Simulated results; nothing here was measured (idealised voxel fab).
Presented below is a process module, voxel self aligned vias.
The figure presents cross-section cut, which has a width of 185 nm and is divided into square cells with an edge length of 5 nm.
If you're reading a cross-section in this doc, picture square cells in a grid; it comes to you as bands, top ones listed first down to the bottom, and a band can be one or more rows of cells. Band entry format. Leading values: height of top, height of bottom, nm. Remainder: materials in left-to-right order, each with its width in nm. Special words: "throughout" on a single material, which then fills the band edge to edge; "air", empty space. Measure heights from 0. That's the level where, below it, the as-received wafer is all one material. The lowest band is bottomless and extends downward; write it as in "top 0, no bottom". With a width like "30 to 40", each row of cells in the band differs from the next by the same amount, the top row carrying the first number and the bottom row the second. For the purposes of this document, the phrase "identical to before" attached to a step denotes that no cell within the cross-section was modified by that step. Look at "Enclosed voids" for the closed voids: empty spaces with no open path to the top, sized 8 cells or up. Each is width x height at distance, distance from the left edge, all nm. Read whatever lies past the settings on a step's line as the simulator's own remark about the step. If you see "overlay nm" on a step's line and that step has a mask, it's telling you how far right of where it was planned the mask ended up; a negative number means it went left instead.

### These are the steps we planned for the process
1,RECEIVE: material Si
2,CONFORMAL_DEP: material SiO2, thk nm 15
3,CONFORMAL_DEP: material SiCN, thk nm 5
4,DIRECTIONAL_DEP: material lowk, thk nm 30
5,DIRECTIONAL_DEP: material aC, thk nm 10
6,PATTERN: tone open, mask id LINES, material resist, width nm 25, pitch nm 55, thk nm 30, overlay nm 0
7,DIRECTIONAL_ETCH: etch materials aC, depth nm 10
8,STRIP: etch materials resist
9,DIRECTIONAL_ETCH: etch materials lowk, depth nm 30
10,STRIP: etch materials aC
11,CONFORMAL_DEP: material TiN, thk nm 5
12,FILL_DEP: material Ru, thk nm 5
13,CMP: height nm 50
14,SELECTIVE_ETCH: etch materials W Ru TiN, depth nm 5
15,FILL_DEP: material SiN, thk nm 10
16,CMP: height nm 50
17,DIRECTIONAL_DEP: material lowk, thk nm 15
18,PATTERN: tone open, mask id VIAS, material resist, width nm 35, pitch nm 55, thk nm 15, overlay nm 0
19,DIRECTIONAL_ETCH: etch materials lowk, depth nm 15
20,DIRECTIONAL_ETCH: etch materials SiN, depth nm 5
21,STRIP: etch materials resist
22,CONFORMAL_DEP: material TiN, thk nm 5
23,FILL_DEP: material W, thk nm 10
24,CMP: height nm 65
25,CONFORMAL_DEP: material SiCN, thk nm 5

### Of two wafers, the first: run according to plan

### Wafer at receipt (post step 1), cross-section
* top 0, no bottom: Si throughout
* Enclosed voids: none

### Take a look at the wafer's cross-section after step 2
* top 15, bottom 0: SiO2 throughout
* Everything under 0 stays put, no change at all.

### Take a look at the wafer's cross-section after step 3
* top 20, bottom 15: SiCN throughout
* Everything under 15 stays put, no change at all.

### Take a look at the wafer's cross-section after step 4
* top 50, bottom 20: lowk throughout
* Everything under 20 stays put, no change at all.

### Take a look at the wafer's cross-section after step 5
* top 60, bottom 50: aC throughout
* Everything under 50 stays put, no change at all.

### Take a look at the wafer's cross-section after step 6
* top 90, bottom 60: 25 resist  25 air  30 resist  25 air  30 resist  25 air  25 resist
* Everything under 60 stays put, no change at all.

### Take a look at the wafer's cross-section after step 7
* top 80, bottom 60: 25 resist  25 air  30 resist  25 air  30 resist  25 air  25 resist
* top 60, bottom 50: 25 aC  25 air  30 aC  25 air  30 aC  25 air  25 aC
* Everything under 50 stays put, no change at all.

### Take a look at the wafer's cross-section after step 8
* top 60, bottom 50: 25 aC  25 air  30 aC  25 air  30 aC  25 air  25 aC
* Everything under 50 stays put, no change at all.

### Take a look at the wafer's cross-section after step 9
* top 60, bottom 50: 25 aC  25 air  30 aC  25 air  30 aC  25 air  25 aC
* top 50, bottom 20: 25 lowk  25 air  30 lowk  25 air  30 lowk  25 air  25 lowk
* Everything under 20 stays put, no change at all.

### Take a look at the wafer's cross-section after step 10
* top 50, bottom 20: 25 lowk  25 air  30 lowk  25 air  30 lowk  25 air  25 lowk
* Everything under 20 stays put, no change at all.

### Take a look at the wafer's cross-section after step 11
* top 55, bottom 50: 30 TiN  15 air  40 TiN  15 air  40 TiN  15 air  30 TiN
* top 50, bottom 25: 25 lowk  5 TiN  15 air  5 TiN  30 lowk  5 TiN  15 air  5 TiN  30 lowk  5 TiN  15 air  5 TiN  25 lowk
* top 25, bottom 20: 25 lowk  25 TiN  30 lowk  25 TiN  30 lowk  25 TiN  25 lowk
* Everything under 20 stays put, no change at all.

### Take a look at the wafer's cross-section after step 12
* top 60, bottom 55: Ru throughout
* top 55, bottom 50: 30 TiN  15 Ru  40 TiN  15 Ru  40 TiN  15 Ru  30 TiN
* top 50, bottom 25: 25 lowk  5 TiN  15 Ru  5 TiN  30 lowk  5 TiN  15 Ru  5 TiN  30 lowk  5 TiN  15 Ru  5 TiN  25 lowk
* Everything under 25 stays put, no change at all.

### Take a look at the wafer's cross-section after step 13
* top 50, bottom 25: 25 lowk  5 TiN  15 Ru  5 TiN  30 lowk  5 TiN  15 Ru  5 TiN  30 lowk  5 TiN  15 Ru  5 TiN  25 lowk
* Everything under 25 stays put, no change at all.

### Take a look at the wafer's cross-section after step 14
* top 50, bottom 45: 25 lowk  25 air  30 lowk  25 air  30 lowk  25 air  25 lowk
* Everything under 45 stays put, no change at all.

### Take a look at the wafer's cross-section after step 15
* top 60, bottom 50: SiN throughout
* top 50, bottom 45: 25 lowk  25 SiN  30 lowk  25 SiN  30 lowk  25 SiN  25 lowk
* Everything under 45 stays put, no change at all.

### Take a look at the wafer's cross-section after step 16
* top 50, bottom 45: 25 lowk  25 SiN  30 lowk  25 SiN  30 lowk  25 SiN  25 lowk
* Everything under 45 stays put, no change at all.

### Take a look at the wafer's cross-section after step 17
* top 65, bottom 50: lowk throughout
* Everything under 50 stays put, no change at all.

### Take a look at the wafer's cross-section after step 18
* top 80, bottom 65: 20 resist  35 air  20 resist  35 air  20 resist  35 air  20 resist
* Everything under 65 stays put, no change at all.

### Take a look at the wafer's cross-section after step 19
* top 80, bottom 65: 20 resist  35 air  20 resist  35 air  20 resist  35 air  20 resist
* top 65, bottom 50: 20 lowk  35 air  20 lowk  35 air  20 lowk  35 air  20 lowk
* Everything under 50 stays put, no change at all.

### Take a look at the wafer's cross-section after step 20
* top 80, bottom 65: 20 resist  35 air  20 resist  35 air  20 resist  35 air  20 resist
* top 65, bottom 50: 20 lowk  35 air  20 lowk  35 air  20 lowk  35 air  20 lowk
* top 50, bottom 45: 25 lowk  25 air  30 lowk  25 air  30 lowk  25 air  25 lowk
* Everything under 45 stays put, no change at all.

### Take a look at the wafer's cross-section after step 21
* top 65, bottom 50: 20 lowk  35 air  20 lowk  35 air  20 lowk  35 air  20 lowk
* Everything under 50 stays put, no change at all.

### Take a look at the wafer's cross-section after step 22
* top 70, bottom 65: 25 TiN  25 air  30 TiN  25 air  30 TiN  25 air  25 TiN
* top 65, bottom 55: 20 lowk  5 TiN  25 air  5 TiN  20 lowk  5 TiN  25 air  5 TiN  20 lowk  5 TiN  25 air  5 TiN  20 lowk
* top 55, bottom 50: 20 lowk  10 TiN  15 air  10 TiN  20 lowk  10 TiN  15 air  10 TiN  20 lowk  10 TiN  15 air  10 TiN  20 lowk
* top 50, bottom 45: 25 lowk  25 TiN  30 lowk  25 TiN  30 lowk  25 TiN  25 lowk
* Everything under 45 stays put, no change at all.

### Take a look at the wafer's cross-section after step 23
* top 80, bottom 70: W throughout
* top 70, bottom 65: 25 TiN  25 W  30 TiN  25 W  30 TiN  25 W  25 TiN
* top 65, bottom 55: 20 lowk  5 TiN  25 W  5 TiN  20 lowk  5 TiN  25 W  5 TiN  20 lowk  5 TiN  25 W  5 TiN  20 lowk
* top 55, bottom 50: 20 lowk  10 TiN  15 W  10 TiN  20 lowk  10 TiN  15 W  10 TiN  20 lowk  10 TiN  15 W  10 TiN  20 lowk
* Everything under 50 stays put, no change at all.

### Take a look at the wafer's cross-section after step 24
* top 65, bottom 55: 20 lowk  5 TiN  25 W  5 TiN  20 lowk  5 TiN  25 W  5 TiN  20 lowk  5 TiN  25 W  5 TiN  20 lowk
* Everything under 55 stays put, no change at all.

### Take a look at the wafer's cross-section after step 25
* top 70, bottom 65: SiCN throughout
* Everything under 65 stays put, no change at all.

### Second wafer. Start and plan as for the first. One mistake made in running. Agrees with the first up to and including step 17

### X-section, second wafer, when step 18 was due to finish
* top 80, bottom 65: 15 resist  35 air  20 resist  35 air  20 resist  35 air  25 resist
* Everything under 65 stays put, no change at all.

### X-section, second wafer, when step 19 was due to finish
* top 80, bottom 65: 15 resist  35 air  20 resist  35 air  20 resist  35 air  25 resist
* top 65, bottom 50: 15 lowk  35 air  20 lowk  35 air  20 lowk  35 air  25 lowk
* Everything under 50 stays put, no change at all.

### X-section, second wafer, when step 20 was due to finish
* top 80, bottom 65: 15 resist  35 air  20 resist  35 air  20 resist  35 air  25 resist
* top 65, bottom 50: 15 lowk  35 air  20 lowk  35 air  20 lowk  35 air  25 lowk
* top 50, bottom 45: 25 lowk  25 air  30 lowk  25 air  30 lowk  25 air  25 lowk
* Everything under 45 stays put, no change at all.

### X-section, second wafer, when step 21 was due to finish
* top 65, bottom 50: 15 lowk  35 air  20 lowk  35 air  20 lowk  35 air  25 lowk
* Everything under 50 stays put, no change at all.

### X-section, second wafer, when step 22 was due to finish
* top 70, bottom 65: 20 TiN  25 air  30 TiN  25 air  30 TiN  25 air  30 TiN
* top 65, bottom 55: 15 lowk  5 TiN  25 air  5 TiN  20 lowk  5 TiN  25 air  5 TiN  20 lowk  5 TiN  25 air  5 TiN  25 lowk
* top 55, bottom 50: 15 lowk  15 TiN  15 air  5 TiN  20 lowk  15 TiN  15 air  5 TiN  20 lowk  15 TiN  15 air  5 TiN  25 lowk
* top 50, bottom 45: 25 lowk  25 TiN  30 lowk  25 TiN  30 lowk  25 TiN  25 lowk
* Everything under 45 stays put, no change at all.

### X-section, second wafer, when step 23 was due to finish
* top 80, bottom 70: W throughout
* top 70, bottom 65: 20 TiN  25 W  30 TiN  25 W  30 TiN  25 W  30 TiN
* top 65, bottom 55: 15 lowk  5 TiN  25 W  5 TiN  20 lowk  5 TiN  25 W  5 TiN  20 lowk  5 TiN  25 W  5 TiN  25 lowk
* top 55, bottom 50: 15 lowk  15 TiN  15 W  5 TiN  20 lowk  15 TiN  15 W  5 TiN  20 lowk  15 TiN  15 W  5 TiN  25 lowk
* Everything under 50 stays put, no change at all.

### X-section, second wafer, when step 24 was due to finish
* top 65, bottom 55: 15 lowk  5 TiN  25 W  5 TiN  20 lowk  5 TiN  25 W  5 TiN  20 lowk  5 TiN  25 W  5 TiN  25 lowk
* Everything under 55 stays put, no change at all.

### X-section, second wafer, when step 25 was due to finish
* top 70, bottom 65: SiCN throughout
* Everything under 65 stays put, no change at all.
Against the plan, the run slipped here: step 18 ran differently from the plan; actual operation with settings: PATTERN: tone open, mask id VIAS, material resist, width nm 35, pitch nm 55, thk nm 15, overlay nm -5
Same inventory, different map: at the end, the second wafer holds as many cells of each material as the first, placed elsewhere.
